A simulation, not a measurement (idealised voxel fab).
The process module that follows is named voxel lift off.
This is section cut - it's 155 nm across, gridded in 5 nm square cells.
We lay out every cross-section as a grid of square cells and spell it out in bands from the top down, where one band means one or more rows of cells.
Heads up on the band format: heights come first, top then bottom, in nm. After that it's the materials left to right, each with its width in nm. A single material flagged "edge to edge" fills the whole band edge to edge, and "air" means there's empty space there.
Height reference: 0 = level under which incoming wafer is all one material. Lowest band: no bottom, runs on downward, e.g. "from 0 down".
Width "30->40": first value at the band's top row of cells, second value at its bottom row, equal change from row to row.
Given "nothing different" for a step, no cell of the cross-section differs between before and after that step.
"Trapped void list" specifies each empty space that is not open to the top and that occupies no fewer than 8 cells, using the form width x height at distance, the distance measured from the left edge and all three quantities in nm.
That trailing text on a step's line, after the settings, is the simulator's own remark on the step.
The "overlay nm" setting may appear on a step's line; for a step that uses a mask, it gives how far to the right of its planned position the mask lay, and a negative value indicates the left.
**The steps planned for the process are as follows**
1) RECEIVE,material Si
2) CONFORMAL_DEP,material SiN,thk nm 10
3) PATTERN,tone open,mask id LINES,material resist,width nm 25,pitch nm 40,thk nm 30,overlay nm 0
4) DIRECTIONAL_DEP,material Ru,thk nm 15
5) STRIP,etch materials resist
6) CONFORMAL_DEP,material SiCN,thk nm 5
**As-received state of the wafer in cross-section, equivalent to post-step 1**
	from 0 down = Si edge to edge
	Trapped void list: none
**End-of-module XS, first of two wafers, run as planned**
	from 30 to 25 = 20 of air; 35 of SiCN; 5 of air; 35 of SiCN; 5 of air; 35 of SiCN; 20 of air
	from 25 to 15 = 20 of air; 5 of SiCN; 25 of Ru; 5 of SiCN; 5 of air; 5 of SiCN; 25 of Ru; 5 of SiCN; 5 of air; 5 of SiCN; 25 of Ru; 5 of SiCN; 20 of air
	from 15 to 10 = 25 of SiCN; 25 of Ru; 15 of SiCN; 25 of Ru; 15 of SiCN; 25 of Ru; 25 of SiCN
	from 10 to 0 = SiN edge to edge
	from 0 down = Si edge to edge
	Trapped void list: none
**So this is wafer number two of the two, cut at the end of the module - it started where the first did and had the same plan, we just got one thing wrong running it**
	from 30 to 25 = 25 of air; 30 of SiCN; 10 of air; 30 of SiCN; 10 of air; 30 of SiCN; 20 of air
	from 25 to 15 = 25 of air; 5 of SiCN; 20 of Ru; 5 of SiCN; 10 of air; 5 of SiCN; 20 of Ru; 5 of SiCN; 10 of air; 5 of SiCN; 20 of Ru; 5 of SiCN; 20 of air
	from 15 to 10 = 30 of SiCN; 20 of Ru; 20 of SiCN; 20 of Ru; 20 of SiCN; 20 of Ru; 25 of SiCN
	from 10 to 0 = SiN edge to edge
	from 0 down = Si edge to edge
	Trapped void list: none
Plan not followed: step 3 changed vs plan, executed as PATTERN,tone open,mask id LINES,material resist,width nm 20,pitch nm 40,thk nm 30,overlay nm 0
Once processing is complete, comparing cell counts shows that the second wafer has more or fewer of certain materials than the first: Ru: 9 fewer
